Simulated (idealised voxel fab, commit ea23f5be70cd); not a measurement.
The process module presented herein is designated voxel self aligned vias.
The cross-section shown here is cut; it is 270 nm wide and divided into square cells measuring 5 nm on a side.
This document writes a cross-section as a grid whose cells are square, and gives it as bands, listed from the top down; one or more rows of cells form a band. Quick guide to a band line: top height, bottom height (nm) up front; then every material left to right with its width in nm. Only one material and it's marked "throughout"? Then it fills the band edge to edge. And "blank" just means empty space. We count height from 0. Below that, the starting wafer is all one material. The lowest band never ends at the bottom but goes on down; see "from 0 down" for how that is written. A width such as "30..40" changes by the same amount from each row of cells to the next, from the band's top row to its bottom row. "no alteration" for a step: no cell of the cross-section changed in that step. Entry "Cavities, sealed". Content: empty spaces with no open connection to the top, size 8 cells or greater. Each: width x height at distance. Distance: from left edge. Unit: nm. It should be noted that, on the line of a given step, the content following the step's settings is a remark produced by the simulator itself with respect to that step. "overlay nm" denotes, for a step that has a mask, the displacement of the mask to the right of its planned place, with negative values corresponding to the left.
Here's what the planned process steps look like:
- 1: RECEIVE [material Si]
- 2: CONFORMAL_DEP [material SiO2] [thk nm 15]
- 3: CONFORMAL_DEP [material SiCN] [thk nm 5]
- 4: DIRECTIONAL_DEP [material lowk] [thk nm 30]
- 5: DIRECTIONAL_DEP [material aC] [thk nm 10]
- 6: PATTERN [tone open] [mask id LINES] [material resist] [width nm 20] [pitch nm 50] [thk nm 30] [overlay nm 0]
- 7: DIRECTIONAL_ETCH [etch materials aC] [depth nm 10]
- 8: STRIP [etch materials resist]
- 9: DIRECTIONAL_ETCH [etch materials lowk] [depth nm 30]
- 10: STRIP [etch materials aC]
- 11: CONFORMAL_DEP [material TiN] [thk nm 5]
- 12: FILL_DEP [material Ru] [thk nm 10]
- 13: CMP [height nm 50]
- 14: SELECTIVE_ETCH [etch materials W Ru TiN] [depth nm 10]
- 15: FILL_DEP [material SiN] [thk nm 5]
- 16: CMP [height nm 50]
- 17: DIRECTIONAL_DEP [material lowk] [thk nm 20]
- 18: DIRECTIONAL_DEP [material aC] [thk nm 15]
- 19: PATTERN [tone open] [mask id VIAS] [material resist] [width nm 30] [pitch nm 50] [thk nm 35] [overlay nm 0]
- 20: DIRECTIONAL_ETCH [etch materials aC] [depth nm 15]
- 21: STRIP [etch materials resist]
- 22: DIRECTIONAL_ETCH [etch materials lowk] [depth nm 20]
- 23: DIRECTIONAL_ETCH [etch materials SiN] [depth nm 10]
- 24: STRIP [etch materials aC]
- 25: CONFORMAL_DEP [material TiN] [thk nm 5]
- 26: FILL_DEP [material W] [thk nm 10]
- 27: CMP [height nm 70]
- 28: CONFORMAL_DEP [material SiN] [thk nm 5]
First of two wafers, processed according to plan:
Cross-section, incoming material, after step 1:
	from 0 down | Si throughout
	Cavities, sealed: none
Step 2 complete: cross-section through the wafer:
	from 15 to 0 | SiO2 throughout
	Everything under 0 stays put, no change at all.
Step 3 complete: cross-section through the wafer:
	from 20 to 15 | SiCN throughout
	Everything under 15 stays put, no change at all.
Step 4 complete: cross-section through the wafer:
	from 50 to 20 | lowk throughout
	Everything under 20 stays put, no change at all.
Step 5 complete: cross-section through the wafer:
	from 60 to 50 | aC throughout
	Everything under 50 stays put, no change at all.
Step 6 complete: cross-section through the wafer:
	from 90 to 60 | 100 of resist | 20 of blank | 30 of resist | 20 of blank | 100 of resist
	Everything under 60 stays put, no change at all.
Step 7 complete: cross-section through the wafer:
	from 80 to 60 | 100 of resist | 20 of blank | 30 of resist | 20 of blank | 100 of resist
	from 60 to 50 | 100 of aC | 20 of blank | 30 of aC | 20 of blank | 100 of aC
	Everything under 50 stays put, no change at all.
Step 8 complete: cross-section through the wafer:
	from 60 to 50 | 100 of aC | 20 of blank | 30 of aC | 20 of blank | 100 of aC
	Everything under 50 stays put, no change at all.
Step 9 complete: cross-section through the wafer:
	from 60 to 50 | 100 of aC | 20 of blank | 30 of aC | 20 of blank | 100 of aC
	from 50 to 20 | 100 of lowk | 20 of blank | 30 of lowk | 20 of blank | 100 of lowk
	Everything under 20 stays put, no change at all.
Step 10 complete: cross-section through the wafer:
	from 50 to 20 | 100 of lowk | 20 of blank | 30 of lowk | 20 of blank | 100 of lowk
	Everything under 20 stays put, no change at all.
Step 11 complete: cross-section through the wafer:
	from 55 to 50 | 105 of TiN | 10 of blank | 40 of TiN | 10 of blank | 105 of TiN
	from 50 to 25 | 100 of lowk | 5 of TiN | 10 of blank | 5 of TiN | 30 of lowk | 5 of TiN | 10 of blank | 5 of TiN | 100 of lowk
	from 25 to 20 | 100 of lowk | 20 of TiN | 30 of lowk | 20 of TiN | 100 of lowk
	Everything under 20 stays put, no change at all.
Step 12 complete: cross-section through the wafer:
	from 65 to 55 | Ru throughout
	from 55 to 50 | 105 of TiN | 10 of Ru | 40 of TiN | 10 of Ru | 105 of TiN
	from 50 to 25 | 100 of lowk | 5 of TiN | 10 of Ru | 5 of TiN | 30 of lowk | 5 of TiN | 10 of Ru | 5 of TiN | 100 of lowk
	Everything under 25 stays put, no change at all.
Step 13 complete: cross-section through the wafer:
	from 50 to 25 | 100 of lowk | 5 of TiN | 10 of Ru | 5 of TiN | 30 of lowk | 5 of TiN | 10 of Ru | 5 of TiN | 100 of lowk
	Everything under 25 stays put, no change at all.
Step 14 complete: cross-section through the wafer:
	from 50 to 40 | 100 of lowk | 20 of blank | 30 of lowk | 20 of blank | 100 of lowk
	Everything under 40 stays put, no change at all.
Step 15 complete: cross-section through the wafer:
	from 55 to 50 | SiN throughout
	from 50 to 40 | 100 of lowk | 20 of SiN | 30 of lowk | 20 of SiN | 100 of lowk
	Everything under 40 stays put, no change at all.
Step 16 complete: cross-section through the wafer:
	from 50 to 40 | 100 of lowk | 20 of SiN | 30 of lowk | 20 of SiN | 100 of lowk
	Everything under 40 stays put, no change at all.
Step 17 complete: cross-section through the wafer:
	from 70 to 50 | lowk throughout
	Everything under 50 stays put, no change at all.
Step 18 complete: cross-section through the wafer:
	from 85 to 70 | aC throughout
	Everything under 70 stays put, no change at all.
Step 19 complete: cross-section through the wafer:
	from 120 to 85 | 95 of resist | 30 of blank | 20 of resist | 30 of blank | 95 of resist
	Everything under 85 stays put, no change at all.
Step 20 complete: cross-section through the wafer:
	from 105 to 85 | 95 of resist | 30 of blank | 20 of resist | 30 of blank | 95 of resist
	from 85 to 70 | 95 of aC | 30 of blank | 20 of aC | 30 of blank | 95 of aC
	Everything under 70 stays put, no change at all.
Step 21 complete: cross-section through the wafer:
	from 85 to 70 | 95 of aC | 30 of blank | 20 of aC | 30 of blank | 95 of aC
	Everything under 70 stays put, no change at all.
Step 22 complete: cross-section through the wafer:
	from 85 to 70 | 95 of aC | 30 of blank | 20 of aC | 30 of blank | 95 of aC
	from 70 to 50 | 95 of lowk | 30 of blank | 20 of lowk | 30 of blank | 95 of lowk
	Everything under 50 stays put, no change at all.
Step 23 complete: cross-section through the wafer:
	from 85 to 70 | 95 of aC | 30 of blank | 20 of aC | 30 of blank | 95 of aC
	from 70 to 50 | 95 of lowk | 30 of blank | 20 of lowk | 30 of blank | 95 of lowk
	from 50 to 40 | 100 of lowk | 20 of blank | 30 of lowk | 20 of blank | 100 of lowk
	Everything under 40 stays put, no change at all.
Step 24 complete: cross-section through the wafer:
	from 70 to 50 | 95 of lowk | 30 of blank | 20 of lowk | 30 of blank | 95 of lowk
	Everything under 50 stays put, no change at all.
Step 25 complete: cross-section through the wafer:
	from 75 to 70 | 100 of TiN | 20 of blank | 30 of TiN | 20 of blank | 100 of TiN
	from 70 to 55 | 95 of lowk | 5 of TiN | 20 of blank | 5 of TiN | 20 of lowk | 5 of TiN | 20 of blank | 5 of TiN | 95 of lowk
	from 55 to 45 | 95..100 of lowk | 10..5 of TiN | 10 of blank | 10..5 of TiN | 20..30 of lowk | 10..5 of TiN | 10 of blank | 10..5 of TiN | 95..100 of lowk
	from 45 to 40 | 100 of lowk | 20 of TiN | 30 of lowk | 20 of TiN | 100 of lowk
	Everything under 40 stays put, no change at all.
Step 26 complete: cross-section through the wafer:
	from 85 to 75 | W throughout
	from 75 to 70 | 100 of TiN | 20 of W | 30 of TiN | 20 of W | 100 of TiN
	from 70 to 55 | 95 of lowk | 5 of TiN | 20 of W | 5 of TiN | 20 of lowk | 5 of TiN | 20 of W | 5 of TiN | 95 of lowk
	from 55 to 45 | 95..100 of lowk | 10..5 of TiN | 10 of W | 10..5 of TiN | 20..30 of lowk | 10..5 of TiN | 10 of W | 10..5 of TiN | 95..100 of lowk
	Everything under 45 stays put, no change at all.
Step 27 complete: cross-section through the wafer:
	from 70 to 55 | 95 of lowk | 5 of TiN | 20 of W | 5 of TiN | 20 of lowk | 5 of TiN | 20 of W | 5 of TiN | 95 of lowk
	Everything under 55 stays put, no change at all.
Step 28 complete: cross-section through the wafer:
	from 75 to 70 | SiN throughout
	Everything under 70 stays put, no change at all.
The second wafer began exactly as the first did and followed the same plan, but one mistake was made while running it; through step 5 inclusive, the two wafers are identical:
Second wafer, section view, time point: scheduled end of step 6:
	from 90 to 60 | 100 of blank | 20 of resist | 30 of blank | 20 of resist | 100 of blank
	Everything under 60 stays put, no change at all.
Second wafer, section view, time point: scheduled end of step 7:
	from 80 to 60 | 100 of blank | 20 of resist | 30 of blank | 20 of resist | 100 of blank
	from 60 to 50 | 100 of blank | 20 of aC | 30 of blank | 20 of aC | 100 of blank
	Everything under 50 stays put, no change at all.
Second wafer, section view, time point: scheduled end of step 8:
	from 60 to 50 | 100 of blank | 20 of aC | 30 of blank | 20 of aC | 100 of blank
	Everything under 50 stays put, no change at all.
Second wafer, section view, time point: scheduled end of step 9:
	from 60 to 50 | 100 of blank | 20 of aC | 30 of blank | 20 of aC | 100 of blank
	from 50 to 20 | 100 of blank | 20 of lowk | 30 of blank | 20 of lowk | 100 of blank
	Everything under 20 stays put, no change at all.
Second wafer, section view, time point: scheduled end of step 10:
	from 50 to 20 | 100 of blank | 20 of lowk | 30 of blank | 20 of lowk | 100 of blank
	Everything under 20 stays put, no change at all.
Second wafer, section view, time point: scheduled end of step 11:
	from 55 to 50 | 95 of blank | 30 of TiN | 20 of blank | 30 of TiN | 95 of blank
	from 50 to 25 | 95 of blank | 5 of TiN | 20 of lowk | 5 of TiN | 20 of blank | 5 of TiN | 20 of lowk | 5 of TiN | 95 of blank
	from 25 to 20 | 100 of TiN | 20 of lowk | 30 of TiN | 20 of lowk | 100 of TiN
	Everything under 20 stays put, no change at all.
Second wafer, section view, time point: scheduled end of step 12:
	from 65 to 55 | Ru throughout
	from 55 to 50 | 95 of Ru | 30 of TiN | 20 of Ru | 30 of TiN | 95 of Ru
	from 50 to 25 | 95 of Ru | 5 of TiN | 20 of lowk | 5 of TiN | 20 of Ru | 5 of TiN | 20 of lowk | 5 of TiN | 95 of Ru
	Everything under 25 stays put, no change at all.
Second wafer, section view, time point: scheduled end of step 13:
	from 50 to 25 | 95 of Ru | 5 of TiN | 20 of lowk | 5 of TiN | 20 of Ru | 5 of TiN | 20 of lowk | 5 of TiN | 95 of Ru
	Everything under 25 stays put, no change at all.
Second wafer, section view, time point: scheduled end of step 14:
	from 50 to 40 | 100 of blank | 20 of lowk | 30 of blank | 20 of lowk | 100 of blank
	Everything under 40 stays put, no change at all.
Second wafer, section view, time point: scheduled end of step 15:
	from 55 to 50 | SiN throughout
	from 50 to 40 | 100 of SiN | 20 of lowk | 30 of SiN | 20 of lowk | 100 of SiN
	Everything under 40 stays put, no change at all.
Second wafer, section view, time point: scheduled end of step 16:
	from 50 to 40 | 100 of SiN | 20 of lowk | 30 of SiN | 20 of lowk | 100 of SiN
	Everything under 40 stays put, no change at all.
Second wafer, section view, time point: scheduled end of step 17:
	from 70 to 50 | lowk throughout
	Everything under 50 stays put, no change at all.
Second wafer, section view, time point: scheduled end of step 18:
	from 85 to 70 | aC throughout
	Everything under 70 stays put, no change at all.
Second wafer, section view, time point: scheduled end of step 19:
	from 120 to 85 | 95 of resist | 30 of blank | 20 of resist | 30 of blank | 95 of resist
	Everything under 85 stays put, no change at all.
Second wafer, section view, time point: scheduled end of step 20:
	from 105 to 85 | 95 of resist | 30 of blank | 20 of resist | 30 of blank | 95 of resist
	from 85 to 70 | 95 of aC | 30 of blank | 20 of aC | 30 of blank | 95 of aC
	Everything under 70 stays put, no change at all.
Second wafer, section view, time point: scheduled end of step 21:
	from 85 to 70 | 95 of aC | 30 of blank | 20 of aC | 30 of blank | 95 of aC
	Everything under 70 stays put, no change at all.
Second wafer, section view, time point: scheduled end of step 22:
	from 85 to 70 | 95 of aC | 30 of blank | 20 of aC | 30 of blank | 95 of aC
	from 70 to 50 | 95 of lowk | 30 of blank | 20 of lowk | 30 of blank | 95 of lowk
	Everything under 50 stays put, no change at all.
Second wafer, section view, time point: scheduled end of step 23:
	from 85 to 70 | 95 of aC | 30 of blank | 20 of aC | 30 of blank | 95 of aC
	from 70 to 50 | 95 of lowk | 30 of blank | 20 of lowk | 30 of blank | 95 of lowk
	from 50 to 40 | 95 of SiN | 5 of blank | 20 of lowk | 5 of blank | 20 of SiN | 5 of blank | 20 of lowk | 5 of blank | 95 of SiN
	Everything under 40 stays put, no change at all.
Second wafer, section view, time point: scheduled end of step 24:
	from 70 to 50 | 95 of lowk | 30 of blank | 20 of lowk | 30 of blank | 95 of lowk
	Everything under 50 stays put, no change at all.
Second wafer, section view, time point: scheduled end of step 25:
	from 75 to 70 | 100 of TiN | 20 of blank | 30 of TiN | 20 of blank | 100 of TiN
	from 70 to 55 | 95 of lowk | 5 of TiN | 20 of blank | 5 of TiN | 20 of lowk | 5 of TiN | 20 of blank | 5 of TiN | 95 of lowk
	from 55 to 50 | 95 of lowk | 30 of TiN | 20 of lowk | 30 of TiN | 95 of lowk
	from 50 to 40 | 95 of SiN | 5 of TiN | 20 of lowk | 5 of TiN | 20 of SiN | 5 of TiN | 20 of lowk | 5 of TiN | 95 of SiN
	Everything under 40 stays put, no change at all.
Second wafer, section view, time point: scheduled end of step 26:
	from 85 to 75 | W throughout
	from 75 to 70 | 100 of TiN | 20 of W | 30 of TiN | 20 of W | 100 of TiN
	from 70 to 55 | 95 of lowk | 5 of TiN | 20 of W | 5 of TiN | 20 of lowk | 5 of TiN | 20 of W | 5 of TiN | 95 of lowk
	Everything under 55 stays put, no change at all.
Second wafer, section view, time point: scheduled end of step 27:
	from 70 to 55 | 95 of lowk | 5 of TiN | 20 of W | 5 of TiN | 20 of lowk | 5 of TiN | 20 of W | 5 of TiN | 95 of lowk
	Everything under 55 stays put, no change at all.
Second wafer, section view, time point: scheduled end of step 28:
	from 75 to 70 | SiN throughout
	Everything under 70 stays put, no change at all.
Plan not followed: step 6, actual vs plan mismatch, actual run PATTERN [tone cover] [mask id LINES] [material resist] [width nm 20] [pitch nm 50] [thk nm 30] [overlay nm 0]
In the final state, the cell counts of the second wafer exceed or fall short of those of the first for the following materials: +114 Ru; +84 SiN; +38 TiN; -8 W; -228 lowk
